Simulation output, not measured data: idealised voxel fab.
Documented hereafter: the process module known as voxel spacer lines.
We display cut, a cross-section 210 nm in width whose square cells are each 5 nm.
A cross-section is a grid of square cells, given in bands from the top down. A band is one or more rows of cells. It is stipulated that each band's entry specify, in nanometres, the height of the top of the band and then that of its bottom, followed by the materials of the band in left-to-right sequence, each together with its width in nanometres. A single material marked by the word "everywhere" is understood to fill the band from edge to edge; the word "air" is understood to denote empty space. Height is counted from the level 0, under which the received wafer is composed throughout of one material. The lowest of the bands is not closed at the bottom but continues downward, in the notation "top 0, no bottom". The width entry "30 to 40" should be interpreted row by row: the top row of cells in the band takes the first number, the bottom row takes the second number, and the change between adjacent rows is uniform throughout. Step marked "nothing got changed"? Then no cell in the cross-section changed in it. So "Trapped void list" is basically the list of trapped voids: any empty space of 8 cells or more that can't reach the top through an opening. They're written width x height at distance, the distance being from the left edge, and it's all nm. Step line, after settings: the simulator's comment on this step. If you see "overlay nm" on a step's line and that step has a mask, it's telling you how far right of where it was planned the mask ended up; a negative number means it went left instead.

[So here's the lineup of process steps we planned]
step 1: RECEIVE with material Si
step 2: CONFORMAL_DEP with material Al2O3, thk nm 5
step 3: DIRECTIONAL_DEP with material polySi, thk nm 20
step 4: DIRECTIONAL_DEP with material aC, thk nm 30
step 5: PATTERN with tone cover, mask id MANDREL, material resist, width nm 25, pitch nm 70, thk nm 40, overlay nm 0
step 6: DIRECTIONAL_ETCH with etch materials aC, depth nm 30
step 7: STRIP with etch materials resist
step 8: CONFORMAL_DEP with material SiN, thk nm 10
step 9: DIRECTIONAL_ETCH with etch materials SiN, depth nm 10
step 10: STRIP with etch materials aC
step 11: DIRECTIONAL_ETCH with etch materials polySi, depth nm 20
step 12: STRIP with etch materials SiN
step 13: FILL_DEP with material SiO2, thk nm 5
step 14: CMP with height nm 25

[Wafer as received: cross-section following step 1]
	top 0, no bottom  Si everywhere
	Trapped void list: none

[First of two wafers at the end of the module, shown in cross-section; run carried out as planned]
	top 25, bottom 5  SiO2 45 nm; polySi 10 nm; SiO2 25 nm; polySi 10 nm; SiO2 25 nm; polySi 10 nm; SiO2 25 nm; polySi 10 nm; SiO2 50 nm
	top 5, bottom 0  Al2O3 everywhere
	top 0, no bottom  Si everywhere
	Trapped void list: none

[Cross-section at end of module for the second wafer of two, which matched the first in starting point and plan and differed by one mistake in its processing]
	top 25, bottom 20  SiO2 everywhere
	top 20, bottom 0  SiO2 45 nm; polySi 10 nm; SiO2 25 nm; polySi 10 nm; SiO2 25 nm; polySi 10 nm; SiO2 25 nm; polySi 10 nm; SiO2 50 nm
	top 0, no bottom  Si everywhere
	Trapped void list: none
Where did the run depart from the plan? step 2 of the plan: omitted, not performed
Final difference in cells, second wafer against first, listed per material as more or fewer: 42 fewer of Al2O3, 42 more of SiO2
